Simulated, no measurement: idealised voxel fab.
A process module follows: voxel wiring stack.
The figure presents cross-section cut, which has a width of 300 nm and is divided into square cells with an edge length of 5 nm.
A cross-section is a grid of square cells, given in bands from the top down. A band is one or more rows of cells.
Quick guide to a band line: top height, bottom height (nm) up front; then every material left to right with its width in nm. Only one material and it's marked "all across"? Then it fills the band edge to edge. And "empty" just means empty space.
Heights from 0 (as-received wafer is one material below). Bottom band endless downward, as "top 0, no bottom".
When a width is written as two numbers, as in "30 to 40", the first number is the width in the top row of cells of the band and the second is the width in its bottom row, and the width changes by the same amount from each row to the next.
What does "no alterations made" mean for a step? It means no cell of the cross-section changed in that step.
Empty spaces counting at least 8 cells and having no open way to the top are listed in "Trapped voids". The notation width x height at distance is used for each, the distance being from the left edge and all three values in nm.
Text after the settings on a step's line: the simulator's own remark on that step.
"overlay nm" denotes, for a step that has a mask, the displacement of the mask to the right of its planned place, with negative values corresponding to the left.

[Planned step list for the process]
1) RECEIVE [material Si]
2) CONFORMAL_DEP [material SiO2] [thk nm 15]
3) CONFORMAL_DEP [material SiCN] [thk nm 5]
4) DIRECTIONAL_DEP [material lowk] [thk nm 15]
5) DIRECTIONAL_DEP [material aC] [thk nm 10]
6) PATTERN [tone open] [mask id METAL_1] [material resist] [width nm 25] [pitch nm 40] [thk nm 30] [overlay nm 0]
7) DIRECTIONAL_ETCH [etch materials aC] [depth nm 10]
8) STRIP [etch materials resist]
9) DIRECTIONAL_ETCH [etch materials lowk] [depth nm 15]
10) DIRECTIONAL_ETCH [etch materials SiCN] [depth nm 5]
11) STRIP [etch materials aC]
12) CONFORMAL_DEP [material TiN] [thk nm 5]
13) FILL_DEP [material Ru] [thk nm 10]
14) CMP [height nm 35]
15) EPI [material Ru] [thk nm 5]
16) FILL_DEP [material SiCN] [thk nm 5]
17) DIRECTIONAL_DEP [material lowk] [thk nm 15]
18) DIRECTIONAL_DEP [material aC] [thk nm 10]
19) PATTERN [tone open] [mask id PLUG_1] [material resist] [width nm 15] [pitch nm 40] [thk nm 25] [overlay nm 0]
20) DIRECTIONAL_ETCH [etch materials aC] [depth nm 10]
21) STRIP [etch materials resist]
22) DIRECTIONAL_ETCH [etch materials lowk] [depth nm 15]
23) DIRECTIONAL_ETCH [etch materials SiCN] [depth nm 5]
24) STRIP [etch materials aC]
25) EPI [material Ru] [thk nm 10]
26) EPI [material Ru] [thk nm 10]
27) DIRECTIONAL_DEP [material TiN] [thk nm 5]
28) DIRECTIONAL_DEP [material W] [thk nm 20]
29) PATTERN [tone cover] [mask id METAL_2] [material resist] [width nm 25] [pitch nm 40] [thk nm 15] [overlay nm 0]
30) DIRECTIONAL_ETCH [etch materials W] [depth nm 20]
31) DIRECTIONAL_ETCH [etch materials TiN] [depth nm 5]
32) STRIP [etch materials resist]
33) FILL_DEP [material SiO2] [thk nm 5]
34) CMP [height nm 85]
35) CONFORMAL_DEP [material SiCN] [thk nm 5]
36) DIRECTIONAL_DEP [material SiO2] [thk nm 35]
37) DIRECTIONAL_DEP [material aC] [thk nm 15]
38) PATTERN [tone open] [mask id METAL_3] [material resist] [width nm 25] [pitch nm 40] [thk nm 35] [overlay nm 0]
39) DIRECTIONAL_ETCH [etch materials aC] [depth nm 15]
40) STRIP [etch materials resist]
41) DIRECTIONAL_ETCH [etch materials SiO2] [depth nm 20]
42) STRIP [etch materials aC]
43) PATTERN [tone open] [mask id METAL_3_HOLES] [material resist] [width nm 15] [thk nm 15] [overlay nm 0]
44) DIRECTIONAL_ETCH [etch materials SiO2] [depth nm 15]
45) DIRECTIONAL_ETCH [etch materials SiCN] [depth nm 5]
46) STRIP [etch materials resist]
47) CONFORMAL_DEP [material TiN] [thk nm 5]
48) FILL_DEP [material Ru] [thk nm 10]
49) CMP [height nm 125]
50) CONFORMAL_DEP [material SiCN] [thk nm 5]
51) DIRECTIONAL_DEP [material lowk] [thk nm 25]
52) PATTERN [tone open] [mask id METAL_4_HOLES] [material resist] [width nm 15] [pitch nm 40] [thk nm 20] [overlay nm 0]
53) DIRECTIONAL_ETCH [etch materials lowk] [depth nm 25]
54) STRIP [etch materials resist]
55) PATTERN [tone open] [mask id METAL_4] [material resist] [width nm 25] [pitch nm 40] [thk nm 20] [overlay nm 0]
56) DIRECTIONAL_ETCH [etch materials lowk] [depth nm 15]
57) DIRECTIONAL_ETCH [etch materials SiCN] [depth nm 5]
58) STRIP [etch materials resist]
59) CONFORMAL_DEP [material TiN] [thk nm 5]
60) FILL_DEP [material Cu] [thk nm 5]
61) CMP [height nm 155]
62) CONFORMAL_DEP [material SiCN] [thk nm 5]

[as received, after step 1]
- top 0, no bottom = Si all across
- Trapped voids: none

[Post-module cross-section of the first of two wafers (run per plan)]
- top 160, bottom 155 = SiCN all across
- top 155, bottom 145 = lowk (115); TiN (5); Cu (15); TiN (5); lowk (15); TiN (5); Cu (15); TiN (5); lowk (120)
- top 145, bottom 140 = lowk (115); TiN (5); Cu (5); TiN (15); lowk (15); TiN (5); Cu (5); TiN (15); lowk (120)
- top 140, bottom 130 = lowk (115); TiN (5); Cu (5); TiN (5); lowk (25); TiN (5); Cu (5); TiN (5); lowk (130)
- top 130, bottom 125 = SiCN (115); TiN (15); SiCN (25); TiN (15); SiCN (130)
- top 125, bottom 110 = SiO2 (115); TiN (5); Ru (15); TiN (5); SiO2 (15); TiN (5); Ru (15); TiN (5); SiO2 (120)
- top 110, bottom 105 = SiO2 (115); TiN (5); Ru (5); TiN (15); SiO2 (15); TiN (25); SiO2 (120)
- top 105, bottom 90 = SiO2 (115); TiN (5); Ru (5); TiN (5); SiO2 (170)
- top 90, bottom 85 = SiCN (115); TiN (15); SiCN (170)
- top 85, bottom 65 = SiO2 (115); W (25); SiO2 (15); W (25); SiO2 (120)
- top 65, bottom 60 = SiO2 (115); TiN (25); SiO2 (15); TiN (25); SiO2 (120)
- top 60, bottom 45 = lowk (115); Ru (15); lowk (25); Ru (15); lowk (130)
- top 45, bottom 35 = SiCN (115 to 110); Ru (15 to 35); SiCN (25 to 5); Ru (15 to 35); SiCN (130 to 115)
- top 35, bottom 20 = lowk (115); TiN (5); Ru (15); TiN (5); lowk (15); TiN (5); Ru (15); TiN (5); lowk (120)
- top 20, bottom 15 = SiCN (115); TiN (25); SiCN (15); TiN (25); SiCN (120)
- top 15, bottom 0 = SiO2 all across
- top 0, no bottom = Si all across
- Trapped voids: none

[Cross-sectional view of the second of two wafers upon completion of the module. This wafer shared its starting condition and process plan with the first; one error was made during its execution]
- top 160, bottom 155 = SiCN all across
- top 155, bottom 145 = lowk (115); TiN (5); Cu (15); TiN (5); lowk (15); TiN (5); Cu (15); TiN (5); lowk (120)
- top 145, bottom 140 = lowk (115); TiN (5); Cu (5); TiN (15); lowk (15); TiN (5); Cu (5); TiN (15); lowk (120)
- top 140, bottom 130 = lowk (115); TiN (5); Cu (5); TiN (5); lowk (25); TiN (5); Cu (5); TiN (5); lowk (130)
- top 130, bottom 125 = SiCN (115); TiN (15); SiCN (25); TiN (15); SiCN (130)
- top 125, bottom 115 = Ru all across
- top 115, bottom 110 = TiN (120); Ru (15); TiN (25); Ru (15); TiN (125)
- top 110, bottom 95 = SiO2 (115); TiN (5); Ru (15); TiN (5); SiO2 (15); TiN (5); Ru (15); TiN (5); SiO2 (120)
- top 95, bottom 90 = SiO2 (115); TiN (5); Ru (5); TiN (15); SiO2 (15); TiN (25); SiO2 (120)
- top 90, bottom 85 = SiCN (115); TiN (15); SiCN (170)
- top 85, bottom 65 = SiO2 (115); W (25); SiO2 (15); W (25); SiO2 (120)
- top 65, bottom 60 = SiO2 (115); TiN (25); SiO2 (15); TiN (25); SiO2 (120)
- top 60, bottom 45 = lowk (115); Ru (15); lowk (25); Ru (15); lowk (130)
- top 45, bottom 35 = SiCN (115 to 110); Ru (15 to 35); SiCN (25 to 5); Ru (15 to 35); SiCN (130 to 115)
- top 35, bottom 20 = lowk (115); TiN (5); Ru (15); TiN (5); lowk (15); TiN (5); Ru (15); TiN (5); lowk (120)
- top 20, bottom 15 = SiCN (115); TiN (25); SiCN (15); TiN (25); SiCN (120)
- top 15, bottom 0 = SiO2 all across
- top 0, no bottom = Si all across
- Trapped voids: none
Nonconformance to the process plan: steps 43 and 44: order swapped relative to plan
Cell-count delta at end, second wafer over first, by material: +123 Ru, -171 SiO2, +48 TiN
